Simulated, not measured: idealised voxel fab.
process module | voxel transistor to metal
cross-section cut | 290 nm wide | cells 5 nm
A cross-section is a grid of square cells, given in bands from the top down. A band is one or more rows of cells.
Each band's line starts with the height of the band's top and of its bottom, in nm. Then come its materials from left to right, each with its width in nm. One material with "throughout" fills the band from edge to edge. "air" is empty space.
Height 0 is the level under which the wafer as received is all one material. The lowest band goes on downwards, as in "0 down".
A width such as "30 to 40" changes by the same amount from each row of cells to the next, from the band's top row to its bottom row.
"no change" after a step means that no cell of the cross-section changed.
closed voids: empty space of 8 cells or more with no open way to the top, each as width x height at its distance from the left edge, in nm
after a step's settings: what the simulator itself notes on the step
overlay nm, on a step with a mask: how far to the right of its planned place the mask lay; to the left if negative
Each pair below shows a cross-section before one step and the cross-section after it, down to the lowest band that changed. The line under each pair gives the step between them, with its settings. The pairs can come from different runs of this module on the same starting wafer, so a pair continues from the pair above only where its "before" says so.
before
  55 to 40: resist 25 | air 15 | resist 75 | air 15 | resist 30 | air 15 | resist 75 | air 15 | resist 25
  40 to 25: SiO2 throughout
  25 to 5: SiO2 55 | HfO2 5 | TiN 5 | W 25 | TiN 5 | HfO2 5 | SiO2 90 | HfO2 5 | TiN 5 | W 25 | TiN 5 | HfO2 5 | SiO2 55
  5 to 0: SiO2 55 | HfO2 5 | TiN 35 | HfO2 5 | SiO2 90 | HfO2 5 | TiN 35 | HfO2 5 | SiO2 55
  0 to -5: SiO2 20 | SiGe 35 | HfO2 45 | SiGe 35 | SiO2 20 | SiGe 35 | HfO2 45 | SiGe 35 | SiO2 20
  -5 to -30: SiO2 20 | Si 115 | SiO2 20 | Si 115 | SiO2 20
  -30 down: Si throughout
  closed voids: none
after
  55 to 40: resist 25 | air 15 | resist 75 | air 15 | resist 30 | air 15 | resist 75 | air 15 | resist 25
  40 to 25: SiO2 25 | air 15 | SiO2 75 | air 15 | SiO2 30 | air 15 | SiO2 75 | air 15 | SiO2 25
  25 to 5: SiO2 25 | air 15 | SiO2 15 | HfO2 5 | TiN 5 | W 25 | TiN 5 | HfO2 5 | SiO2 15 | air 15 | SiO2 30 | air 15 | SiO2 15 | HfO2 5 | TiN 5 | W 25 | TiN 5 | HfO2 5 | SiO2 15 | air 15 | SiO2 25
  5 to 0: SiO2 25 | air 15 | SiO2 15 | HfO2 5 | TiN 35 | HfO2 5 | SiO2 15 | air 15 | SiO2 30 | air 15 | SiO2 15 | HfO2 5 | TiN 35 | HfO2 5 | SiO2 15 | air 15 | SiO2 25
  below 0: unchanged
  closed voids: none
the step between: op DIRECTIONAL_ETCH | etch materials SiO2 | depth nm 40
before: the cross-section after the pair above
after
  40 to 25: SiO2 25 | air 15 | SiO2 75 | air 15 | SiO2 30 | air 15 | SiO2 75 | air 15 | SiO2 25
  below 25: unchanged
  closed voids: none
the step between: op STRIP | etch materials resist
before: the cross-section after the pair above
after
  45 to 40: TiN 30 | air 5 | TiN 85 | air 5 | TiN 40 | air 5 | TiN 85 | air 5 | TiN 30
  40 to 25: SiO2 25 | TiN 5 | air 5 | TiN 5 | SiO2 75 | TiN 5 | air 5 | TiN 5 | SiO2 30 | TiN 5 | air 5 | TiN 5 | SiO2 75 | TiN 5 | air 5 | TiN 5 | SiO2 25
  25 to 5: SiO2 25 | TiN 5 | air 5 | TiN 5 | SiO2 15 | HfO2 5 | TiN 5 | W 25 | TiN 5 | HfO2 5 | SiO2 15 | TiN 5 | air 5 | TiN 5 | SiO2 30 | TiN 5 | air 5 | TiN 5 | SiO2 15 | HfO2 5 | TiN 5 | W 25 | TiN 5 | HfO2 5 | SiO2 15 | TiN 5 | air 5 | TiN 5 | SiO2 25
  5 to 0: SiO2 25 | TiN 15 | SiO2 15 | HfO2 5 | TiN 35 | HfO2 5 | SiO2 15 | TiN 15 | SiO2 30 | TiN 15 | SiO2 15 | HfO2 5 | TiN 35 | HfO2 5 | SiO2 15 | TiN 15 | SiO2 25
  below 0: unchanged
  closed voids: none
the step between: op CONFORMAL_DEP | material TiN | thk nm 5
before: the cross-section after the pair above
after
  50 to 45: Ru throughout
  45 to 40: TiN 30 | Ru 5 | TiN 85 | Ru 5 | TiN 40 | Ru 5 | TiN 85 | Ru 5 | TiN 30
  40 to 25: SiO2 25 | TiN 5 | Ru 5 | TiN 5 | SiO2 75 | TiN 5 | Ru 5 | TiN 5 | SiO2 30 | TiN 5 | Ru 5 | TiN 5 | SiO2 75 | TiN 5 | Ru 5 | TiN 5 | SiO2 25
  25 to 5: SiO2 25 | TiN 5 | Ru 5 | TiN 5 | SiO2 15 | HfO2 5 | TiN 5 | W 25 | TiN 5 | HfO2 5 | SiO2 15 | TiN 5 | Ru 5 | TiN 5 | SiO2 30 | TiN 5 | Ru 5 | TiN 5 | SiO2 15 | HfO2 5 | TiN 5 | W 25 | TiN 5 | HfO2 5 | SiO2 15 | TiN 5 | Ru 5 | TiN 5 | SiO2 25
  below 5: unchanged
  closed voids: none
the step between: op FILL_DEP | material Ru | thk nm 5
before: the cross-section after the pair above
after
  40 to 25: SiO2 25 | TiN 5 | Ru 5 | TiN 5 | SiO2 75 | TiN 5 | Ru 5 | TiN 5 | SiO2 30 | TiN 5 | Ru 5 | TiN 5 | SiO2 75 | TiN 5 | Ru 5 | TiN 5 | SiO2 25
  below 25: unchanged
  closed voids: none
the step between: op CMP | height nm 40
before: the cross-section after the pair above
after
  45 to 40: TiN throughout
  below 40: unchanged
  closed voids: none
the step between: op DIRECTIONAL_DEP | material TiN | thk nm 5
before: the cross-section after the pair above
after
  60 to 45: Ru throughout
  below 45: unchanged
  closed voids: none
the step between: op DIRECTIONAL_DEP | material Ru | thk nm 15
before: the cross-section after the pair above
after
  60 to 45: air 25 | Ru 15 | air 75 | Ru 15 | air 30 | Ru 15 | air 75 | Ru 15 | air 25
  below 45: unchanged
  closed voids: none
the step between: op MASKED_ETCH | tone cover | mask id METAL_1 | width nm 15 | etch materials Ru | depth nm 15 | overlay nm 0
before: the cross-section after the pair above
after
  60 to 45: air 25 | Ru 15 | air 75 | Ru 15 | air 30 | Ru 15 | air 75 | Ru 15 | air 25
  45 to 40: air 25 | TiN 15 | air 75 | TiN 15 | air 30 | TiN 15 | air 75 | TiN 15 | air 25
  below 40: unchanged
  closed voids: none
the step between: op MASKED_ETCH | tone cover | mask id METAL_1 | width nm 15 | etch materials TiN | depth nm 5 | overlay nm 0
before: the cross-section after the pair above
after
  70 to 60: lowk throughout
  60 to 45: lowk 25 | Ru 15 | lowk 75 | Ru 15 | lowk 30 | Ru 15 | lowk 75 | Ru 15 | lowk 25
  45 to 40: lowk 25 | TiN 15 | lowk 75 | TiN 15 | lowk 30 | TiN 15 | lowk 75 | TiN 15 | lowk 25
  below 40: unchanged
  closed voids: none
the step between: op FILL_DEP | material lowk | thk nm 10
before: the cross-section after the pair above
after
  60 to 45: lowk 25 | Ru 15 | lowk 75 | Ru 15 | lowk 30 | Ru 15 | lowk 75 | Ru 15 | lowk 25
  below 45: unchanged
  closed voids: none
the step between: op CMP | height nm 60
before: the cross-section after the pair above
after
  65 to 60: SiN throughout
  below 60: unchanged
  closed voids: none
the step between: op CONFORMAL_DEP | material SiN | thk nm 5
before
  40 to 25: SiO2 throughout
  25 to 5: SiO2 45 | SiN 10 | HfO2 5 | TiN 5 | W 25 | TiN 5 | HfO2 5 | SiN 10 | SiO2 70 | SiN 10 | HfO2 5 | TiN 5 | W 25 | TiN 5 | HfO2 5 | SiN 10 | SiO2 45
  5 to 0: SiO2 20 | SiN 10 | SiO2 15 | SiN 10 | HfO2 5 | TiN 35 | HfO2 5 | SiN 10 | SiO2 15 | SiN 10 | SiO2 20 | SiN 10 | SiO2 15 | SiN 10 | HfO2 5 | TiN 35 | HfO2 5 | SiN 10 | SiO2 15 | SiN 10 | SiO2 20
  0 to -5: SiO2 30 | SiGe 15 | SiO2 10 | HfO2 45 | SiO2 10 | SiGe 15 | SiO2 40 | SiGe 15 | SiO2 10 | HfO2 45 | SiO2 10 | SiGe 15 | SiO2 30
  -5 to -30: SiO2 20 | Si 115 | SiO2 20 | Si 115 | SiO2 20
  -30 down: Si throughout
  closed voids: none
after
  55 to 25: SiO2 throughout
  below 25: unchanged
  closed voids: none
the step between: op DIRECTIONAL_DEP | material SiO2 | thk nm 15
before: the cross-section after the pair above
after
  70 to 55: resist 25 | air 15 | resist 75 | air 15 | resist 30 | air 15 | resist 75 | air 15 | resist 25
  below 55: unchanged
  closed voids: none
the step between: op PATTERN | tone open | mask id CONTACT | material resist | width nm 15 | thk nm 15 | overlay nm 0
before: the cross-section after the pair above
after
  70 to 55: resist 25 | air 15 | resist 75 | air 15 | resist 30 | air 15 | resist 75 | air 15 | resist 25
  55 to 25: SiO2 25 | air 15 | SiO2 75 | air 15 | SiO2 30 | air 15 | SiO2 75 | air 15 | SiO2 25
  25 to 15: SiO2 25 | air 15 | SiO2 5 | SiN 10 | HfO2 5 | TiN 5 | W 25 | TiN 5 | HfO2 5 | SiN 10 | SiO2 5 | air 15 | SiO2 30 | air 15 | SiO2 5 | SiN 10 | HfO2 5 | TiN 5 | W 25 | TiN 5 | HfO2 5 | SiN 10 | SiO2 5 | air 15 | SiO2 25
  below 15: unchanged
  closed voids: none
the step between: op DIRECTIONAL_ETCH | etch materials SiO2 | depth nm 40
before: the cross-section after the pair above
after
  55 to 25: SiO2 25 | air 15 | SiO2 75 | air 15 | SiO2 30 | air 15 | SiO2 75 | air 15 | SiO2 25
  below 25: unchanged
  closed voids: none
the step between: op STRIP | etch materials resist
before: the cross-section after the pair above
after
  60 to 55: TiN 30 | air 5 | TiN 85 | air 5 | TiN 40 | air 5 | TiN 85 | air 5 | TiN 30
  55 to 25: SiO2 25 | TiN 5 | air 5 | TiN 5 | SiO2 75 | TiN 5 | air 5 | TiN 5 | SiO2 30 | TiN 5 | air 5 | TiN 5 | SiO2 75 | TiN 5 | air 5 | TiN 5 | SiO2 25
  25 to 20: SiO2 25 | TiN 5 | air 5 | TiN 5 | SiO2 5 | SiN 10 | HfO2 5 | TiN 5 | W 25 | TiN 5 | HfO2 5 | SiN 10 | SiO2 5 | TiN 5 | air 5 | TiN 5 | SiO2 30 | TiN 5 | air 5 | TiN 5 | SiO2 5 | SiN 10 | HfO2 5 | TiN 5 | W 25 | TiN 5 | HfO2 5 | SiN 10 | SiO2 5 | TiN 5 | air 5 | TiN 5 | SiO2 25
  20 to 15: SiO2 25 | TiN 15 | SiO2 5 | SiN 10 | HfO2 5 | TiN 5 | W 25 | TiN 5 | HfO2 5 | SiN 10 | SiO2 5 | TiN 15 | SiO2 30 | TiN 15 | SiO2 5 | SiN 10 | HfO2 5 | TiN 5 | W 25 | TiN 5 | HfO2 5 | SiN 10 | SiO2 5 | TiN 15 | SiO2 25
  below 15: unchanged
  closed voids: none
the step between: op CONFORMAL_DEP | material TiN | thk nm 5
before: the cross-section after the pair above
after
  65 to 60: Ru throughout
  60 to 55: TiN 30 | Ru 5 | TiN 85 | Ru 5 | TiN 40 | Ru 5 | TiN 85 | Ru 5 | TiN 30
  55 to 25: SiO2 25 | TiN 5 | Ru 5 | TiN 5 | SiO2 75 | TiN 5 | Ru 5 | TiN 5 | SiO2 30 | TiN 5 | Ru 5 | TiN 5 | SiO2 75 | TiN 5 | Ru 5 | TiN 5 | SiO2 25
  25 to 20: SiO2 25 | TiN 5 | Ru 5 | TiN 5 | SiO2 5 | SiN 10 | HfO2 5 | TiN 5 | W 25 | TiN 5 | HfO2 5 | SiN 10 | SiO2 5 | TiN 5 | Ru 5 | TiN 5 | SiO2 30 | TiN 5 | Ru 5 | TiN 5 | SiO2 5 | SiN 10 | HfO2 5 | TiN 5 | W 25 | TiN 5 | HfO2 5 | SiN 10 | SiO2 5 | TiN 5 | Ru 5 | TiN 5 | SiO2 25
  below 20: unchanged
  closed voids: none
the step between: op FILL_DEP | material Ru | thk nm 5
before: the cross-section after the pair above
after
  40 to 25: SiO2 25 | TiN 5 | Ru 5 | TiN 5 | SiO2 75 | TiN 5 | Ru 5 | TiN 5 | SiO2 30 | TiN 5 | Ru 5 | TiN 5 | SiO2 75 | TiN 5 | Ru 5 | TiN 5 | SiO2 25
  below 25: unchanged
  closed voids: none
the step between: op CMP | height nm 40
before: the cross-section after the pair above
after
  45 to 40: TiN throughout
  below 40: unchanged
  closed voids: none
the step between: op DIRECTIONAL_DEP | material TiN | thk nm 5
before: the cross-section after the pair above
after
  60 to 45: Ru throughout
  below 45: unchanged
  closed voids: none
the step between: op DIRECTIONAL_DEP | material Ru | thk nm 15
before: the cross-section after the pair above
after
  60 to 45: air 25 | Ru 15 | air 75 | Ru 15 | air 30 | Ru 15 | air 75 | Ru 15 | air 25
  below 45: unchanged
  closed voids: none
the step between: op MASKED_ETCH | tone cover | mask id METAL_1 | width nm 15 | etch materials Ru | depth nm 15 | overlay nm 0
before: the cross-section after the pair above
after
  60 to 45: air 25 | Ru 15 | air 75 | Ru 15 | air 30 | Ru 15 | air 75 | Ru 15 | air 25
  45 to 40: air 25 | TiN 15 | air 75 | TiN 15 | air 30 | TiN 15 | air 75 | TiN 15 | air 25
  below 40: unchanged
  closed voids: none
the step between: op MASKED_ETCH | tone cover | mask id METAL_1 | width nm 15 | etch materials TiN | depth nm 5 | overlay nm 0
before: the cross-section after the pair above
after
  70 to 60: lowk throughout
  60 to 45: lowk 25 | Ru 15 | lowk 75 | Ru 15 | lowk 30 | Ru 15 | lowk 75 | Ru 15 | lowk 25
  45 to 40: lowk 25 | TiN 15 | lowk 75 | TiN 15 | lowk 30 | TiN 15 | lowk 75 | TiN 15 | lowk 25
  below 40: unchanged
  closed voids: none
the step between: op FILL_DEP | material lowk | thk nm 10
before: the cross-section after the pair above
after
  60 to 45: lowk 25 | Ru 15 | lowk 75 | Ru 15 | lowk 30 | Ru 15 | lowk 75 | Ru 15 | lowk 25
  below 45: unchanged
  closed voids: none
the step between: op CMP | height nm 60
before: the cross-section after the pair above
after
  65 to 60: SiN throughout
  below 60: unchanged
  closed voids: none
the step between: op CONFORMAL_DEP | material SiN | thk nm 5
before
  30 to 25: air 45 | SiN 10 | air 45 | SiN 10 | air 70 | SiN 10 | air 45 | SiN 10 | air 45
  25 to 5: SiO2 45 | SiN 10 | air 45 | SiN 10 | SiO2 70 | SiN 10 | air 45 | SiN 10 | SiO2 45
  5 to 0: SiO2 20 | SiN 10 | SiO2 15 | SiN 10 | air 45 | SiN 10 | SiO2 15 | SiN 10 | SiO2 20 | SiN 10 | SiO2 15 | SiN 10 | air 45 | SiN 10 | SiO2 15 | SiN 10 | SiO2 20
  0 to -5: SiO2 30 | SiGe 15 | SiO2 10 | air 45 | SiO2 10 | SiGe 15 | SiO2 40 | SiGe 15 | SiO2 10 | air 45 | SiO2 10 | SiGe 15 | SiO2 30
  -5 to -30: SiO2 20 | Si 115 | SiO2 20 | Si 115 | SiO2 20
  -30 down: Si throughout
  closed voids: none
after
  35 to 30: air 40 | TiN 20 | air 35 | TiN 20 | air 60 | TiN 20 | air 35 | TiN 20 | air 40
  30 to 25: TiN 45 | SiN 10 | TiN 5 | air 35 | TiN 5 | SiN 10 | TiN 70 | SiN 10 | TiN 5 | air 35 | TiN 5 | SiN 10 | TiN 45
  25 to 5: SiO2 45 | SiN 10 | TiN 5 | air 35 | TiN 5 | SiN 10 | SiO2 70 | SiN 10 | TiN 5 | air 35 | TiN 5 | SiN 10 | SiO2 45
  5 to 0: SiO2 20 | SiN 10 | SiO2 15 | SiN 10 | TiN 5 | air 35 | TiN 5 | SiN 10 | SiO2 15 | SiN 10 | SiO2 20 | SiN 10 | SiO2 15 | SiN 10 | TiN 5 | air 35 | TiN 5 | SiN 10 | SiO2 15 | SiN 10 | SiO2 20
  0 to -5: SiO2 30 | SiGe 15 | SiO2 10 | TiN 45 | SiO2 10 | SiGe 15 | SiO2 40 | SiGe 15 | SiO2 10 | TiN 45 | SiO2 10 | SiGe 15 | SiO2 30
  below -5: unchanged
  closed voids: none
the step between: op CONFORMAL_DEP | material TiN | thk nm 5
before: the cross-section after the pair above
after
  40 to 35: air 35 | HfO2 30 | air 25 | HfO2 30 | air 50 | HfO2 30 | air 25 | HfO2 30 | air 35
  35 to 30: HfO2 40 | TiN 20 | HfO2 5 | air 25 | HfO2 5 | TiN 20 | HfO2 60 | TiN 20 | HfO2 5 | air 25 | HfO2 5 | TiN 20 | HfO2 40
  30 to 25: TiN 45 | SiN 10 | TiN 5 | HfO2 5 | air 25 | HfO2 5 | TiN 5 | SiN 10 | TiN 70 | SiN 10 | TiN 5 | HfO2 5 | air 25 | HfO2 5 | TiN 5 | SiN 10 | TiN 45
  25 to 5: SiO2 45 | SiN 10 | TiN 5 | HfO2 5 | air 25 | HfO2 5 | TiN 5 | SiN 10 | SiO2 70 | SiN 10 | TiN 5 | HfO2 5 | air 25 | HfO2 5 | TiN 5 | SiN 10 | SiO2 45
  5 to 0: SiO2 20 | SiN 10 | SiO2 15 | SiN 10 | TiN 5 | HfO2 35 | TiN 5 | SiN 10 | SiO2 15 | SiN 10 | SiO2 20 | SiN 10 | SiO2 15 | SiN 10 | TiN 5 | HfO2 35 | TiN 5 | SiN 10 | SiO2 15 | SiN 10 | SiO2 20
  below 0: unchanged
  closed voids: none
the step between: op CONFORMAL_DEP | material HfO2 | thk nm 5
before: the cross-section after the pair above
after
  50 to 40: W throughout
  40 to 35: W 35 | HfO2 30 | W 25 | HfO2 30 | W 50 | HfO2 30 | W 25 | HfO2 30 | W 35
  35 to 30: HfO2 40 | TiN 20 | HfO2 5 | W 25 | HfO2 5 | TiN 20 | HfO2 60 | TiN 20 | HfO2 5 | W 25 | HfO2 5 | TiN 20 | HfO2 40
  30 to 25: TiN 45 | SiN 10 | TiN 5 | HfO2 5 | W 25 | HfO2 5 | TiN 5 | SiN 10 | TiN 70 | SiN 10 | TiN 5 | HfO2 5 | W 25 | HfO2 5 | TiN 5 | SiN 10 | TiN 45
  25 to 5: SiO2 45 | SiN 10 | TiN 5 | HfO2 5 | W 25 | HfO2 5 | TiN 5 | SiN 10 | SiO2 70 | SiN 10 | TiN 5 | HfO2 5 | W 25 | HfO2 5 | TiN 5 | SiN 10 | SiO2 45
  below 5: unchanged
  closed voids: none
the step between: op FILL_DEP | material W | thk nm 10
before: the cross-section after the pair above
after
  25 to 5: SiO2 45 | SiN 10 | TiN 5 | HfO2 5 | W 25 | HfO2 5 | TiN 5 | SiN 10 | SiO2 70 | SiN 10 | TiN 5 | HfO2 5 | W 25 | HfO2 5 | TiN 5 | SiN 10 | SiO2 45
  below 5: unchanged
  closed voids: none
the step between: op CMP | height nm 25
before: the cross-section after the pair above
after
  40 to 25: SiO2 throughout
  below 25: unchanged
  closed voids: none
the step between: op DIRECTIONAL_DEP | material SiO2 | thk nm 15
before: the cross-section after the pair above
after
  55 to 40: resist 25 | air 15 | resist 75 | air 15 | resist 30 | air 15 | resist 75 | air 15 | resist 25
  below 40: unchanged
  closed voids: none
the step between: op PATTERN | tone open | mask id CONTACT | material resist | width nm 15 | thk nm 15 | overlay nm 0
before: the cross-section after the pair above
after
  55 to 40: resist 25 | air 15 | resist 75 | air 15 | resist 30 | air 15 | resist 75 | air 15 | resist 25
  40 to 25: SiO2 25 | air 15 | SiO2 75 | air 15 | SiO2 30 | air 15 | SiO2 75 | air 15 | SiO2 25
  25 to 5: SiO2 25 | air 15 | SiO2 5 | SiN 10 | TiN 5 | HfO2 5 | W 25 | HfO2 5 | TiN 5 | SiN 10 | SiO2 5 | air 15 | SiO2 30 | air 15 | SiO2 5 | SiN 10 | TiN 5 | HfO2 5 | W 25 | HfO2 5 | TiN 5 | SiN 10 | SiO2 5 | air 15 | SiO2 25
  5 to 0: SiO2 20 | SiN 10 | air 10 | SiO2 5 | SiN 10 | TiN 5 | HfO2 35 | TiN 5 | SiN 10 | SiO2 5 | air 10 | SiN 10 | SiO2 20 | SiN 10 | air 10 | SiO2 5 | SiN 10 | TiN 5 | HfO2 35 | TiN 5 | SiN 10 | SiO2 5 | air 10 | SiN 10 | SiO2 20
  below 0: unchanged
  closed voids: none
the step between: op DIRECTIONAL_ETCH | etch materials SiO2 | depth nm 40
before: the cross-section after the pair above
after
  40 to 25: SiO2 25 | air 15 | SiO2 75 | air 15 | SiO2 30 | air 15 | SiO2 75 | air 15 | SiO2 25
  below 25: unchanged
  closed voids: none
the step between: op STRIP | etch materials resist
before: the cross-section after the pair above
after
  45 to 40: TiN 30 | air 5 | TiN 85 | air 5 | TiN 40 | air 5 | TiN 85 | air 5 | TiN 30
  40 to 25: SiO2 25 | TiN 5 | air 5 | TiN 5 | SiO2 75 | TiN 5 | air 5 | TiN 5 | SiO2 30 | TiN 5 | air 5 | TiN 5 | SiO2 75 | TiN 5 | air 5 | TiN 5 | SiO2 25
  25 to 10: SiO2 25 | TiN 5 | air 5 | TiN 5 | SiO2 5 | SiN 10 | TiN 5 | HfO2 5 | W 25 | HfO2 5 | TiN 5 | SiN 10 | SiO2 5 | TiN 5 | air 5 | TiN 5 | SiO2 30 | TiN 5 | air 5 | TiN 5 | SiO2 5 | SiN 10 | TiN 5 | HfO2 5 | W 25 | HfO2 5 | TiN 5 | SiN 10 | SiO2 5 | TiN 5 | air 5 | TiN 5 | SiO2 25
  10 to 5: SiO2 25 | TiN 15 | SiO2 5 | SiN 10 | TiN 5 | HfO2 5 | W 25 | HfO2 5 | TiN 5 | SiN 10 | SiO2 5 | TiN 15 | SiO2 30 | TiN 15 | SiO2 5 | SiN 10 | TiN 5 | HfO2 5 | W 25 | HfO2 5 | TiN 5 | SiN 10 | SiO2 5 | TiN 15 | SiO2 25
  5 to 0: SiO2 20 | SiN 10 | TiN 10 | SiO2 5 | SiN 10 | TiN 5 | HfO2 35 | TiN 5 | SiN 10 | SiO2 5 | TiN 10 | SiN 10 | SiO2 20 | SiN 10 | TiN 10 | SiO2 5 | SiN 10 | TiN 5 | HfO2 35 | TiN 5 | SiN 10 | SiO2 5 | TiN 10 | SiN 10 | SiO2 20
  below 0: unchanged
  closed voids: none
the step between: op CONFORMAL_DEP | material TiN | thk nm 5
before: the cross-section after the pair above
after
  50 to 45: Ru throughout
  45 to 40: TiN 30 | Ru 5 | TiN 85 | Ru 5 | TiN 40 | Ru 5 | TiN 85 | Ru 5 | TiN 30
  40 to 25: SiO2 25 | TiN 5 | Ru 5 | TiN 5 | SiO2 75 | TiN 5 | Ru 5 | TiN 5 | SiO2 30 | TiN 5 | Ru 5 | TiN 5 | SiO2 75 | TiN 5 | Ru 5 | TiN 5 | SiO2 25
  25 to 10: SiO2 25 | TiN 5 | Ru 5 | TiN 5 | SiO2 5 | SiN 10 | TiN 5 | HfO2 5 | W 25 | HfO2 5 | TiN 5 | SiN 10 | SiO2 5 | TiN 5 | Ru 5 | TiN 5 | SiO2 30 | TiN 5 | Ru 5 | TiN 5 | SiO2 5 | SiN 10 | TiN 5 | HfO2 5 | W 25 | HfO2 5 | TiN 5 | SiN 10 | SiO2 5 | TiN 5 | Ru 5 | TiN 5 | SiO2 25
  below 10: unchanged
  closed voids: none
the step between: op FILL_DEP | material Ru | thk nm 5
before: the cross-section after the pair above
after
  40 to 25: SiO2 25 | TiN 5 | Ru 5 | TiN 5 | SiO2 75 | TiN 5 | Ru 5 | TiN 5 | SiO2 30 | TiN 5 | Ru 5 | TiN 5 | SiO2 75 | TiN 5 | Ru 5 | TiN 5 | SiO2 25
  below 25: unchanged
  closed voids: none
the step between: op CMP | height nm 40
before: the cross-section after the pair above
after
  45 to 40: TiN throughout
  below 40: unchanged
  closed voids: none
the step between: op DIRECTIONAL_DEP | material TiN | thk nm 5
before: the cross-section after the pair above
after
  60 to 45: Ru throughout
  below 45: unchanged
  closed voids: none
the step between: op DIRECTIONAL_DEP | material Ru | thk nm 15
before: the cross-section after the pair above
after
  60 to 45: air 25 | Ru 15 | air 75 | Ru 15 | air 30 | Ru 15 | air 75 | Ru 15 | air 25
  below 45: unchanged
  closed voids: none
the step between: op MASKED_ETCH | tone cover | mask id METAL_1 | width nm 15 | etch materials Ru | depth nm 15 | overlay nm 0
before: the cross-section after the pair above
after
  60 to 45: air 25 | Ru 15 | air 75 | Ru 15 | air 30 | Ru 15 | air 75 | Ru 15 | air 25
  45 to 40: air 25 | TiN 15 | air 75 | TiN 15 | air 30 | TiN 15 | air 75 | TiN 15 | air 25
  below 40: unchanged
  closed voids: none
the step between: op MASKED_ETCH | tone cover | mask id METAL_1 | width nm 15 | etch materials TiN | depth nm 5 | overlay nm 0
before: the cross-section after the pair above
after
  70 to 60: lowk throughout
  60 to 45: lowk 25 | Ru 15 | lowk 75 | Ru 15 | lowk 30 | Ru 15 | lowk 75 | Ru 15 | lowk 25
  45 to 40: lowk 25 | TiN 15 | lowk 75 | TiN 15 | lowk 30 | TiN 15 | lowk 75 | TiN 15 | lowk 25
  below 40: unchanged
  closed voids: none
the step between: op FILL_DEP | material lowk | thk nm 10
before: the cross-section after the pair above
after
  60 to 45: lowk 25 | Ru 15 | lowk 75 | Ru 15 | lowk 30 | Ru 15 | lowk 75 | Ru 15 | lowk 25
  below 45: unchanged
  closed voids: none
the step between: op CMP | height nm 60
before: the cross-section after the pair above
after
  65 to 60: SiN throughout
  below 60: unchanged
  closed voids: none
the step between: op CONFORMAL_DEP | material SiN | thk nm 5
before
  40 to 30: air 55 | SiO2 5 | SiCN 35 | SiO2 5 | air 90 | SiO2 5 | SiCN 35 | SiO2 5 | air 55
  30 to 5: air 55 | SiO2 5 | polySi 35 | SiO2 5 | air 90 | SiO2 5 | polySi 35 | SiO2 5 | air 55
  5 to 0: SiO2 20 | air 35 | SiO2 5 | polySi 35 | SiO2 5 | air 35 | SiO2 20 | air 35 | SiO2 5 | polySi 35 | SiO2 5 | air 35 | SiO2 20
  0 to -5: SiO2 throughout
  -5 to -30: SiO2 20 | Si 115 | SiO2 20 | Si 115 | SiO2 20
  -30 down: Si throughout
  closed voids: none
after
  55 to 40: air 40 | SiN 75 | air 60 | SiN 75 | air 40
  40 to 30: air 40 | SiN 15 | SiO2 5 | SiCN 35 | SiO2 5 | SiN 15 | air 60 | SiN 15 | SiO2 5 | SiCN 35 | SiO2 5 | SiN 15 | air 40
  30 to 20: air 40 | SiN 15 | SiO2 5 | polySi 35 | SiO2 5 | SiN 15 | air 60 | SiN 15 | SiO2 5 | polySi 35 | SiO2 5 | SiN 15 | air 40
  20 to 15: SiN 35 | air 5 | SiN 15 | SiO2 5 | polySi 35 | SiO2 5 | SiN 15 | air 5 | SiN 50 | air 5 | SiN 15 | SiO2 5 | polySi 35 | SiO2 5 | SiN 15 | air 5 | SiN 35
  15 to 5: SiN 55 | SiO2 5 | polySi 35 | SiO2 5 | SiN 90 | SiO2 5 | polySi 35 | SiO2 5 | SiN 55
  5 to 0: SiO2 20 | SiN 35 | SiO2 5 | polySi 35 | SiO2 5 | SiN 35 | SiO2 20 | SiN 35 | SiO2 5 | polySi 35 | SiO2 5 | SiN 35 | SiO2 20
  below 0: unchanged
  closed voids: none
the step between: op CONFORMAL_DEP | material SiN | thk nm 15
before: the cross-section after the pair above
after
  45 to 40: air 40 | SiN 75 | air 60 | SiN 75 | air 40
  40 to 30: air 40 | SiN 15 | SiO2 5 | SiCN 35 | SiO2 5 | SiN 15 | air 60 | SiN 15 | SiO2 5 | SiCN 35 | SiO2 5 | SiN 15 | air 40
  30 to 10: air 40 | SiN 15 | SiO2 5 | polySi 35 | SiO2 5 | SiN 15 | air 60 | SiN 15 | SiO2 5 | polySi 35 | SiO2 5 | SiN 15 | air 40
  10 to 5: SiN 35 | air 5 | SiN 15 | SiO2 5 | polySi 35 | SiO2 5 | SiN 15 | air 5 | SiN 50 | air 5 | SiN 15 | SiO2 5 | polySi 35 | SiO2 5 | SiN 15 | air 5 | SiN 35
  below 5: unchanged
  closed voids: none
the step between: op DIRECTIONAL_ETCH | etch materials SiN | depth nm 10
before: the cross-section after the pair above
after
  55 to 45: SiO2 throughout
  45 to 40: SiO2 40 | SiN 75 | SiO2 60 | SiN 75 | SiO2 40
  40 to 30: SiO2 40 | SiN 15 | SiO2 5 | SiCN 35 | SiO2 5 | SiN 15 | SiO2 60 | SiN 15 | SiO2 5 | SiCN 35 | SiO2 5 | SiN 15 | SiO2 40
  30 to 10: SiO2 40 | SiN 15 | SiO2 5 | polySi 35 | SiO2 5 | SiN 15 | SiO2 60 | SiN 15 | SiO2 5 | polySi 35 | SiO2 5 | SiN 15 | SiO2 40
  10 to 5: SiN 35 | SiO2 5 | SiN 15 | SiO2 5 | polySi 35 | SiO2 5 | SiN 15 | SiO2 5 | SiN 50 | SiO2 5 | SiN 15 | SiO2 5 | polySi 35 | SiO2 5 | SiN 15 | SiO2 5 | SiN 35
  below 5: unchanged
  closed voids: none
the step between: op FILL_DEP | material SiO2 | thk nm 10
before: the cross-section after the pair above
after
  30 to 10: SiO2 40 | SiN 15 | SiO2 5 | polySi 35 | SiO2 5 | SiN 15 | SiO2 60 | SiN 15 | SiO2 5 | polySi 35 | SiO2 5 | SiN 15 | SiO2 40
  below 10: unchanged
  closed voids: none
the step between: op CMP | height nm 30
before: the cross-section after the pair above
after
  30 to 10: SiO2 40 | SiN 15 | SiO2 5 | air 35 | SiO2 5 | SiN 15 | SiO2 60 | SiN 15 | SiO2 5 | air 35 | SiO2 5 | SiN 15 | SiO2 40
  10 to 5: SiN 35 | SiO2 5 | SiN 15 | SiO2 5 | air 35 | SiO2 5 | SiN 15 | SiO2 5 | SiN 50 | SiO2 5 | SiN 15 | SiO2 5 | air 35 | SiO2 5 | SiN 15 | SiO2 5 | SiN 35
  5 to 0: SiO2 20 | SiN 35 | SiO2 5 | air 35 | SiO2 5 | SiN 35 | SiO2 20 | SiN 35 | SiO2 5 | air 35 | SiO2 5 | SiN 35 | SiO2 20
  below 0: unchanged
  closed voids: none
the step between: op STRIP | etch materials polySi
